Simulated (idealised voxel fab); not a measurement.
process module | voxel tone inversion
cross-section cut | 155 nm wide | cells 5 nm
A cross-section is a grid of square cells, given in bands from the top down. A band is one or more rows of cells.
Each band's line starts with the height of the band's top and of its bottom, in nm. Then come its materials from left to right, each with its width in nm. One material with "throughout" fills the band from edge to edge. "air" is empty space.
Height 0 is the level under which the wafer as received is all one material. The lowest band goes on downwards, as in "0 down".
A width such as "30 to 40" changes by the same amount from each row of cells to the next, from the band's top row to its bottom row.
"no change" after a step means that no cell of the cross-section changed.
closed voids: empty space of 8 cells or more with no open way to the top, each as width x height at its distance from the left edge, in nm
after a step's settings: what the simulator itself notes on the step
overlay nm, on a step with a mask: how far to the right of its planned place the mask lay; to the left if negative
plan
1 op RECEIVE | material Si
2 op CONFORMAL_DEP | material SiN | thk nm 5
3 op DIRECTIONAL_DEP | material polySi | thk nm 25
4 op PATTERN | tone cover | mask id POSTS | material resist | width nm 15 | pitch nm 45 | thk nm 30 | overlay nm 0
5 op DIRECTIONAL_ETCH | etch materials polySi | depth nm 25
6 op STRIP | etch materials resist
7 op FILL_DEP | material SiO2 | thk nm 10
8 op CMP | height nm 30
9 op STRIP | etch materials polySi
10 op CONFORMAL_DEP | material TiN | thk nm 5
11 op FILL_DEP | material W | thk nm 10
12 op CMP | height nm 30
13 op CONFORMAL_DEP | material SiN | thk nm 5
as received, after step 1
  0 down: Si throughout
  closed voids: none
a wafer at the end: this start, this plan, one mistake
  35 to 30: SiN throughout
  30 to 10: SiO2 40 | TiN 5 | W 15 | TiN 5 | SiO2 20 | TiN 5 | W 15 | TiN 5 | SiO2 45
  10 to 5: SiO2 40 | TiN 25 | SiO2 20 | TiN 25 | SiO2 45
  5 to 0: SiN throughout
  0 down: Si throughout
  closed voids: none
what went wrong: step 4 ran as: op PATTERN | tone cover | mask id POSTS | material resist | width nm 25 | pitch nm 45 | thk nm 30 | overlay nm 0
